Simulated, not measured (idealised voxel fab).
The process module presented herein is designated voxel transistor to metal.
We display cut, a cross-section 195 nm in width whose square cells are each 5 nm.
Cross-section layout: square cells on a grid; listed as bands, top to bottom; a band spans one or more cell rows. The entry gives the band's vertical extent as a top height and a bottom height in nm, then its horizontal make-up as materials from left to right, each with a width in nm. "air" stands for empty space; a single material marked "throughout" fills the band edge to edge. The level at which height equals 0 is the one under which the wafer, as it arrives, is entirely one material. No lower edge exists for the bottom band, which continues downward and is notated as in "top 0, no bottom". The expression "30..40" gives the width at the extremes of the band, the first number at its top row of cells and the second at its bottom row, with the width changing by equal amounts from each row to the next in between. Step marked "left unchanged"? Then no cell in the cross-section changed in it. The label "Voids, fully enclosed" introduces a list of the empty spaces, 8 cells or larger, that have no open way up to the top; each entry in it reads width x height at distance, where the distance is taken from the left edge and all three are stated in nm. It should be noted that, on the line of a given step, the content following the step's settings is a remark produced by the simulator itself with respect to that step. The setting "overlay nm" may be written on the line of a step. When the step uses a mask, the value reports how far to the right of the planned place the mask lay, and a negative value reports that it lay to the left.
# Steps planned for the process
| 1 | RECEIVE with material Si |
| 2 | OXIDIZE with depth nm 5 |
| 3 | CONFORMAL_DEP with material SiN, thk nm 10 |
| 4 | DIRECTIONAL_DEP with material aC, thk nm 10 |
| 5 | PATTERN with tone cover, mask id ACTIVE, material resist, width nm 115, thk nm 30, overlay nm 0 |
| 6 | DIRECTIONAL_ETCH with etch materials aC, depth nm 10 |
| 7 | STRIP with etch materials resist |
| 8 | DIRECTIONAL_ETCH with etch materials SiN, depth nm 10 |
| 9 | DIRECTIONAL_ETCH with etch materials SiO2, depth nm 5 |
| 10 | DIRECTIONAL_ETCH with etch materials Si, depth nm 20 |
| 11 | STRIP with etch materials aC |
| 12 | OXIDIZE with depth nm 5 |
| 13 | FILL_DEP with material SiO2, thk nm 5 |
| 14 | CMP with height nm 10 |
| 15 | SELECTIVE_ETCH with etch materials SiO2, depth nm 10 |
| 16 | STRIP with etch materials SiN |
| 17 | SELECTIVE_ETCH with etch materials SiO2, depth nm 5 |
| 18 | OXIDIZE with depth nm 5 |
| 19 | DIRECTIONAL_DEP with material polySi, thk nm 30 |
| 20 | DIRECTIONAL_DEP with material SiCN, thk nm 15 |
| 21 | PATTERN with tone cover, mask id GATE, material resist, width nm 25, thk nm 20, overlay nm 0 |
| 22 | DIRECTIONAL_ETCH with etch materials SiCN, depth nm 25 |
| 23 | DIRECTIONAL_ETCH with etch materials polySi, depth nm 40 |
| 24 | STRIP with etch materials resist |
| 25 | CONFORMAL_DEP with material SiO2, thk nm 5 |
| 26 | DIRECTIONAL_ETCH with etch materials SiO2, depth nm 5 |
| 27 | CONFORMAL_DEP with material SiN, thk nm 5 |
| 28 | DIRECTIONAL_ETCH with etch materials SiN, depth nm 5 |
| 29 | DIRECTIONAL_ETCH with etch materials SiO2, depth nm 5 |
| 30 | DIRECTIONAL_ETCH with etch materials Si, depth nm 10 |
| 31 | EPI with material nSi, thk nm 10 |
| 32 | FILL_DEP with material SiO2, thk nm 10 |
| 33 | CMP with height nm 25 |
| 34 | STRIP with etch materials polySi |
| 35 | SELECTIVE_ETCH with etch materials SiO2, depth nm 5 |
| 36 | CONFORMAL_DEP with material HfO2, thk nm 5 |
| 37 | CONFORMAL_DEP with material TiN, thk nm 5 |
| 38 | FILL_DEP with material W, thk nm 10 |
| 39 | CMP with height nm 20 |
| 40 | DIRECTIONAL_DEP with material SiO2, thk nm 10 |
| 41 | MASKED_ETCH with tone open, mask id CONTACT, width nm 20, pitch nm 85, etch materials SiO2, depth nm 40, overlay nm 0 |
| 42 | CONFORMAL_DEP with material TiN, thk nm 5 |
| 43 | FILL_DEP with material W, thk nm 5 |
| 44 | CMP with height nm 30 |
| 45 | CONFORMAL_DEP with material SiN, thk nm 5 |
| 46 | DIRECTIONAL_DEP with material SiO2, thk nm 20 |
| 47 | MASKED_ETCH with tone open, mask id METAL_1, width nm 20, pitch nm 85, etch materials SiO2, depth nm 20, overlay nm 0 |
| 48 | MASKED_ETCH with tone open, mask id METAL_1, width nm 20, pitch nm 85, etch materials SiN, depth nm 5, overlay nm 0 |
| 49 | CONFORMAL_DEP with material TiN, thk nm 5 |
| 50 | FILL_DEP with material W, thk nm 10 |
| 51 | CMP with height nm 55 |
| 52 | EPI with material Ru, thk nm 5 |
| 53 | FILL_DEP with material SiCN, thk nm 5 |
| 54 | DIRECTIONAL_DEP with material lowk, thk nm 30 |
| 55 | DIRECTIONAL_DEP with material aC, thk nm 15 |
| 56 | PATTERN with tone open, mask id METAL_2_HOLES, material resist, width nm 15, pitch nm 85, thk nm 30, overlay nm 0 |
| 57 | DIRECTIONAL_ETCH with etch materials aC, depth nm 15 |
| 58 | STRIP with etch materials resist |
| 59 | DIRECTIONAL_ETCH with etch materials lowk, depth nm 30 |
| 60 | STRIP with etch materials aC |
| 61 | MASKED_ETCH with tone open, mask id METAL_2, width nm 20, pitch nm 85, etch materials lowk, depth nm 20, overlay nm 0 |
| 62 | MASKED_ETCH with tone open, mask id METAL_2, width nm 20, pitch nm 85, etch materials SiCN, depth nm 5, overlay nm 0 |
| 63 | CONFORMAL_DEP with material TiN, thk nm 5 |
| 64 | FILL_DEP with material Cu, thk nm 10 |
| 65 | CMP with height nm 95 |
| 66 | CONFORMAL_DEP with material SiN, thk nm 5 |
# As-received state of the wafer in cross-section, equivalent to post-step 1
	top 0, no bottom | Si throughout
	Voids, fully enclosed: none
# The module was run from the start shown above using the plan shown above, but one mistake was made doing it; the resulting wafer cross-section is below
	top 100, bottom 95 | SiN throughout
	top 95, bottom 80 | lowk 45 / TiN 5 / Cu 10 / TiN 5 / lowk 65 / TiN 5 / Cu 10 / TiN 5 / lowk 45
	top 80, bottom 75 | lowk 45 / TiN 5 / Cu 5 / TiN 10 / lowk 65 / TiN 5 / Cu 5 / TiN 10 / lowk 45
	top 75, bottom 65 | lowk 45 / TiN 5 / Cu 5 / TiN 5 / lowk 70 / TiN 5 / Cu 5 / TiN 5 / lowk 50
	top 65, bottom 60 | SiCN 45 / TiN 15 / SiCN 70 / TiN 15 / SiCN 50
	top 60, bottom 55 | SiCN 40 / Ru 30 / SiCN 55 / Ru 30 / SiCN 40
	top 55, bottom 35 | SiO2 45 / TiN 5 / W 10 / TiN 5 / SiO2 65 / TiN 5 / W 10 / TiN 5 / SiO2 45
	top 35, bottom 30 | SiN 45 / TiN 20 / SiN 65 / TiN 20 / SiN 45
	top 30, bottom 20 | SiO2 45 / TiN 5 / W 10 / TiN 5 / SiO2 65 / TiN 5 / W 10 / TiN 5 / SiO2 45
	top 20, bottom 0 | SiO2 45 / TiN 5 / W 10 / TiN 5 / SiO2 10 / SiN 5 / HfO2 5 / TiN 5 / W 15 / TiN 5 / HfO2 5 / SiN 5 / SiO2 10 / TiN 5 / W 10 / TiN 5 / SiO2 45
	top 0, bottom -5 | SiO2 45 / TiN 5 / W 10 / TiN 5 / nSi 10 / SiN 5 / HfO2 5 / TiN 25 / HfO2 5 / SiN 5 / nSi 10 / TiN 5 / W 10 / TiN 5 / SiO2 45
	top -5, bottom -10 | SiO2 45 / TiN 20 / nSi 10 / SiO2 5 / HfO2 35 / SiO2 5 / nSi 10 / TiN 20 / SiO2 45
	top -10, bottom -20 | SiO2 55 / nSi 20 / Si 45 / nSi 40 / SiO2 35
	top -20, bottom -30 | SiO2 55 / Si 105 / SiO2 35
	top -30, no bottom | Si throughout
	Voids, fully enclosed: none
What was the processing mistake? heads up, step 5 didn't go per plan, it actually ran as PATTERN with tone cover, mask id ACTIVE, material resist, width nm 115, thk nm 30, overlay nm 10
